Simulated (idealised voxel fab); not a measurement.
This section sets out a process module, namely voxel double patterning.
For reference, the cross-section in this document is cut, with width 265 nm and square cells of 5 nm.
Cross-section format: a grid of square cells, given as bands from top to bottom; each band is one or more rows of cells.
A band entry consists of two parts. The first gives the height of the band's top and the height of its bottom, in nm. The rest lists the band's materials from left to right, each with its width in nm. A single material labelled with the word "throughout" fills the band from edge to edge, and the word "empty" marks empty space.
Beneath 0, the wafer as received is one material, and that level is where height counting begins. The lowest band goes on downward without a bottom; it is written like "z 0 and below".
Think of "30 to 40" as a width that walks from the first number to the second as you go down the band, top row to bottom row, taking equal-sized steps from row to row.
"nothing altered" -> step changed no cross-section cell.
"Sealed internal cavities" - sealed voids, min. 8 cells, no opening to top; format: width x height at distance (distance from left edge; nm throughout).
Formally, on a step line, whatever follows the settings is a remark that the simulator itself makes on the step.
overlay nm: how far to the right of its planned place the mask lay on this masked step (negative: to the left).

Planned step list for the process:
1 RECEIVE, material Si
2 CONFORMAL_DEP, material SiO2, thk nm 5
3 DIRECTIONAL_DEP, material TiN, thk nm 15
4 DIRECTIONAL_DEP, material SiN, thk nm 5
5 MASKED_ETCH, tone open, mask id FIRST, width nm 15, pitch nm 50, etch materials SiN, depth nm 5, overlay nm 0
6 PATTERN, tone open, mask id SECOND, material resist, width nm 15, pitch nm 50, thk nm 15, overlay nm 0
7 DIRECTIONAL_ETCH, etch materials SiN, depth nm 5
8 STRIP, etch materials resist
9 DIRECTIONAL_ETCH, etch materials TiN, depth nm 15
10 STRIP, etch materials SiN

Cross-section of the wafer as it came to us, i.e., already through step 1:
- z 0 and below: Si throughout
- Sealed internal cavities: none

Cross-sectional image of the first of two wafers at the end of the module, the run having proceeded as planned:
- z 20 to 5: TiN 75 nm; empty 15 nm; TiN 10 nm; empty 15 nm; TiN 10 nm; empty 15 nm; TiN 10 nm; empty 15 nm; TiN 10 nm; empty 15 nm; TiN 75 nm
- z 5 to 0: SiO2 throughout
- z 0 and below: Si throughout
- Sealed internal cavities: none

Wafer two, sectioned after the module: the first wafer's start, the first wafer's plan, and one mistake in how it was run:
- z 20 to 5: TiN 80 nm; empty 15 nm; TiN 5 nm; empty 15 nm; TiN 15 nm; empty 15 nm; TiN 5 nm; empty 15 nm; TiN 15 nm; empty 15 nm; TiN 70 nm
- z 5 to 0: SiO2 throughout
- z 0 and below: Si throughout
- Sealed internal cavities: none
Short version of what went wrong: it should be noted that step 5 was executed with settings other than those planned, the operation and settings actually applied being MASKED_ETCH, tone open, mask id FIRST, width nm 15, pitch nm 50, etch materials SiN, depth nm 5, overlay nm 5
Tallied in cells, the final second wafer holds each material in the same quantity as the first, although not at the same places.
